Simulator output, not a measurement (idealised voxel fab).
process module | voxel lift off
cross-section cut | 170 nm wide | cells 5 nm
A cross-section is a grid of square cells, given in bands from the top down. A band is one or more rows of cells.
Each band's line starts with the height of the band's top and of its bottom, in nm. Then come its materials from left to right, each with its width in nm. One material with "throughout" fills the band from edge to edge. "air" is empty space.
Height 0 is the level under which the wafer as received is all one material. The lowest band goes on downwards, as in "0 down".
A width such as "30 to 40" changes by the same amount from each row of cells to the next, from the band's top row to its bottom row.
"no change" after a step means that no cell of the cross-section changed.
closed voids: empty space of 8 cells or more with no open way to the top, each as width x height at its distance from the left edge, in nm
after a step's settings: what the simulator itself notes on the step
overlay nm, on a step with a mask: how far to the right of its planned place the mask lay; to the left if negative
plan
1 op RECEIVE | material Si
2 op CONFORMAL_DEP | material SiO2 | thk nm 5
3 op PATTERN | tone open | mask id LINES | material resist | width nm 30 | pitch nm 60 | thk nm 25 | overlay nm 0
4 op DIRECTIONAL_DEP | material Ru | thk nm 15
5 op STRIP | etch materials resist
6 op CONFORMAL_DEP | material SiCN | thk nm 5
first wafer, as planned
as received, after step 1
  0 down: Si throughout
  closed voids: none
after step 2
  5 to 0: SiO2 throughout
  below 0: unchanged
after step 3
  30 to 5: resist 40 | air 30 | resist 30 | air 30 | resist 40
  below 5: unchanged
after step 4
  45 to 30: Ru 40 | air 30 | Ru 30 | air 30 | Ru 40
  30 to 20: resist 40 | air 30 | resist 30 | air 30 | resist 40
  20 to 5: resist 40 | Ru 30 | resist 30 | Ru 30 | resist 40
  below 5: unchanged
after step 5
  20 to 5: air 40 | Ru 30 | air 30 | Ru 30 | air 40
  below 5: unchanged
after step 6
  25 to 20: air 35 | SiCN 40 | air 20 | SiCN 40 | air 35
  20 to 10: air 35 | SiCN 5 | Ru 30 | SiCN 5 | air 20 | SiCN 5 | Ru 30 | SiCN 5 | air 35
  10 to 5: SiCN 40 | Ru 30 | SiCN 30 | Ru 30 | SiCN 40
  below 5: unchanged
second wafer: like start, like plan, one mistake. Through step 2 it matches the first wafer
when step 3 should have ended
  30 to 5: resist 45 | air 30 | resist 30 | air 30 | resist 35
  below 5: unchanged
when step 4 should have ended
  45 to 30: Ru 45 | air 30 | Ru 30 | air 30 | Ru 35
  30 to 20: resist 45 | air 30 | resist 30 | air 30 | resist 35
  20 to 5: resist 45 | Ru 30 | resist 30 | Ru 30 | resist 35
  below 5: unchanged
when step 5 should have ended
  20 to 5: air 45 | Ru 30 | air 30 | Ru 30 | air 35
  below 5: unchanged
when step 6 should have ended
  25 to 20: air 40 | SiCN 40 | air 20 | SiCN 40 | air 30
  20 to 10: air 40 | SiCN 5 | Ru 30 | SiCN 5 | air 20 | SiCN 5 | Ru 30 | SiCN 5 | air 30
  10 to 5: SiCN 45 | Ru 30 | SiCN 30 | Ru 30 | SiCN 35
  below 5: unchanged
what went wrong: step 3 ran as: op PATTERN | tone open | mask id LINES | material resist | width nm 30 | pitch nm 60 | thk nm 25 | overlay nm 5
at the end the second wafer has, in cells: as many of each material as the first, in other places
